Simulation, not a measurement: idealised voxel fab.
Documented hereafter: the process module known as voxel spacer lines.
The cross-section shown here is cut; it is 200 nm wide and divided into square cells measuring 5 nm on a side.
Each cross-section below is a grid of square cells, stated as bands in top-down order, with one or more rows of cells making up each band. This entry defines a band. It first specifies the height of the band's top and the height of its bottom in nm, and then specifies the band's materials from left to right, stating each material with its width in nm. The word "throughout" identifies a single material that fills the band from edge to edge, while the word "empty" identifies empty space. Heights are measured from 0, the level below which the as-received wafer is all one material; the lowest band has no bottom and continues downward, written as in "z 0 and below". The expression "30 to 40" gives the width at the extremes of the band, the first number at its top row of cells and the second at its bottom row, with the width changing by equal amounts from each row to the next in between. No cell of the cross-section changed in a step that is given as "nothing got changed". The label "Entrapped void list" introduces a list of the empty spaces, 8 cells or larger, that have no open way up to the top; each entry in it reads width x height at distance, where the distance is taken from the left edge and all three are stated in nm. Past the settings on a step's line: simulator remark, on that step. overlay nm: on a step with a mask, how far right of its planned place the mask lay; negative means left.

### Set out below are the planned steps of the process
| 1 | RECEIVE | material Si |
| 2 | CONFORMAL_DEP | material Al2O3 | thk nm 10 |
| 3 | DIRECTIONAL_DEP | material TiN | thk nm 15 |
| 4 | DIRECTIONAL_DEP | material aC | thk nm 20 |
| 5 | PATTERN | tone cover | mask id MANDREL | material resist | width nm 25 | pitch nm 70 | thk nm 25 | overlay nm 0 |
| 6 | DIRECTIONAL_ETCH | etch materials aC | depth nm 20 |
| 7 | STRIP | etch materials resist |
| 8 | CONFORMAL_DEP | material SiO2 | thk nm 10 |
| 9 | DIRECTIONAL_ETCH | etch materials SiO2 | depth nm 10 |
| 10 | STRIP | etch materials aC |
| 11 | DIRECTIONAL_ETCH | etch materials TiN | depth nm 15 |
| 12 | STRIP | etch materials SiO2 |

### First wafer out of two, processed as planned

### Cross-sectional view of the wafer in its as-received condition, corresponding to the state after step 1
	z 0 and below: Si throughout
	Entrapped void list: none

### Once step 2 is through, the wafer looks like this in cross-section
	z 10 to 0: Al2O3 throughout
	Whatever lies below 0 is exactly as it was before.

### Once step 3 is through, the wafer looks like this in cross-section
	z 25 to 10: TiN throughout
	Whatever lies below 10 is exactly as it was before.

### Once step 4 is through, the wafer looks like this in cross-section
	z 45 to 25: aC throughout
	Whatever lies below 25 is exactly as it was before.

### Once step 5 is through, the wafer looks like this in cross-section
	z 70 to 45: 15 of empty  25 of resist  45 of empty  25 of resist  45 of empty  25 of resist  20 of empty
	Whatever lies below 45 is exactly as it was before.

### Once step 6 is through, the wafer looks like this in cross-section
	z 50 to 45: 15 of empty  25 of resist  45 of empty  25 of resist  45 of empty  25 of resist  20 of empty
	z 45 to 25: 15 of empty  25 of aC  45 of empty  25 of aC  45 of empty  25 of aC  20 of empty
	Whatever lies below 25 is exactly as it was before.

### Once step 7 is through, the wafer looks like this in cross-section
	z 45 to 25: 15 of empty  25 of aC  45 of empty  25 of aC  45 of empty  25 of aC  20 of empty
	Whatever lies below 25 is exactly as it was before.

### Once step 8 is through, the wafer looks like this in cross-section
	z 55 to 45: 5 of empty  45 of SiO2  25 of empty  45 of SiO2  25 of empty  45 of SiO2  10 of empty
	z 45 to 35: 5 of empty  10 of SiO2  25 of aC  10 of SiO2  25 of empty  10 of SiO2  25 of aC  10 of SiO2  25 of empty  10 of SiO2  25 of aC  10 of SiO2  10 of empty
	z 35 to 25: 15 of SiO2  25 of aC  45 of SiO2  25 of aC  45 of SiO2  25 of aC  20 of SiO2
	Whatever lies below 25 is exactly as it was before.

### Once step 9 is through, the wafer looks like this in cross-section
	z 45 to 25: 5 of empty  10 of SiO2  25 of aC  10 of SiO2  25 of empty  10 of SiO2  25 of aC  10 of SiO2  25 of empty  10 of SiO2  25 of aC  10 of SiO2  10 of empty
	Whatever lies below 25 is exactly as it was before.

### Once step 10 is through, the wafer looks like this in cross-section
	z 45 to 25: 5 of empty  10 of SiO2  25 of empty  10 of SiO2  25 of empty  10 of SiO2  25 of empty  10 of SiO2  25 of empty  10 of SiO2  25 of empty  10 of SiO2  10 of empty
	Whatever lies below 25 is exactly as it was before.

### Once step 11 is through, the wafer looks like this in cross-section
	z 45 to 25: 5 of empty  10 of SiO2  25 of empty  10 of SiO2  25 of empty  10 of SiO2  25 of empty  10 of SiO2  25 of empty  10 of SiO2  25 of empty  10 of SiO2  10 of empty
	z 25 to 10: 5 of empty  10 of TiN  25 of empty  10 of TiN  25 of empty  10 of TiN  25 of empty  10 of TiN  25 of empty  10 of TiN  25 of empty  10 of TiN  10 of empty
	Whatever lies below 10 is exactly as it was before.

### Once step 12 is through, the wafer looks like this in cross-section
	z 25 to 10: 5 of empty  10 of TiN  25 of empty  10 of TiN  25 of empty  10 of TiN  25 of empty  10 of TiN  25 of empty  10 of TiN  25 of empty  10 of TiN  10 of empty
	Whatever lies below 10 is exactly as it was before.

### Wafer two of two - same starting point, same process plan, one mistake in execution; matches wafer one up to and including step 4

### Cross-section of the second wafer at the time step 5 of the plan should have ended
	z 70 to 45: 15 of resist  25 of empty  45 of resist  25 of empty  45 of resist  25 of empty  20 of resist
	Whatever lies below 45 is exactly as it was before.

### Cross-section of the second wafer at the time step 6 of the plan should have ended
	z 50 to 45: 15 of resist  25 of empty  45 of resist  25 of empty  45 of resist  25 of empty  20 of resist
	z 45 to 25: 15 of aC  25 of empty  45 of aC  25 of empty  45 of aC  25 of empty  20 of aC
	Whatever lies below 25 is exactly as it was before.

### Cross-section of the second wafer at the time step 7 of the plan should have ended
	z 45 to 25: 15 of aC  25 of empty  45 of aC  25 of empty  45 of aC  25 of empty  20 of aC
	Whatever lies below 25 is exactly as it was before.

### Cross-section of the second wafer at the time step 8 of the plan should have ended
	z 55 to 45: 25 of SiO2  5 of empty  65 of SiO2  5 of empty  65 of SiO2  5 of empty  30 of SiO2
	z 45 to 35: 15 of aC  10 of SiO2  5 of empty  10 of SiO2  45 of aC  10 of SiO2  5 of empty  10 of SiO2  45 of aC  10 of SiO2  5 of empty  10 of SiO2  20 of aC
	z 35 to 25: 15 of aC  25 of SiO2  45 of aC  25 of SiO2  45 of aC  25 of SiO2  20 of aC
	Whatever lies below 25 is exactly as it was before.

### Cross-section of the second wafer at the time step 9 of the plan should have ended
	z 45 to 25: 15 of aC  10 of SiO2  5 of empty  10 of SiO2  45 of aC  10 of SiO2  5 of empty  10 of SiO2  45 of aC  10 of SiO2  5 of empty  10 of SiO2  20 of aC
	Whatever lies below 25 is exactly as it was before.

### Cross-section of the second wafer at the time step 10 of the plan should have ended
	z 45 to 25: 15 of empty  10 of SiO2  5 of empty  10 of SiO2  45 of empty  10 of SiO2  5 of empty  10 of SiO2  45 of empty  10 of SiO2  5 of empty  10 of SiO2  20 of empty
	Whatever lies below 25 is exactly as it was before.

### Cross-section of the second wafer at the time step 11 of the plan should have ended
	z 45 to 25: 15 of empty  10 of SiO2  5 of empty  10 of SiO2  45 of empty  10 of SiO2  5 of empty  10 of SiO2  45 of empty  10 of SiO2  5 of empty  10 of SiO2  20 of empty
	z 25 to 10: 15 of empty  10 of TiN  5 of empty  10 of TiN  45 of empty  10 of TiN  5 of empty  10 of TiN  45 of empty  10 of TiN  5 of empty  10 of TiN  20 of empty
	Whatever lies below 10 is exactly as it was before.

### Cross-section of the second wafer at the time step 12 of the plan should have ended
	z 25 to 10: 15 of empty  10 of TiN  5 of empty  10 of TiN  45 of empty  10 of TiN  5 of empty  10 of TiN  45 of empty  10 of TiN  5 of empty  10 of TiN  20 of empty
	Whatever lies below 10 is exactly as it was before.
Plan not followed: so step 5 ended up running with a different setting than we planned, it ran as PATTERN | tone open | mask id MANDREL | material resist | width nm 25 | pitch nm 70 | thk nm 25 | overlay nm 0
Cell counts per material: same on both final wafers. Positions: different.
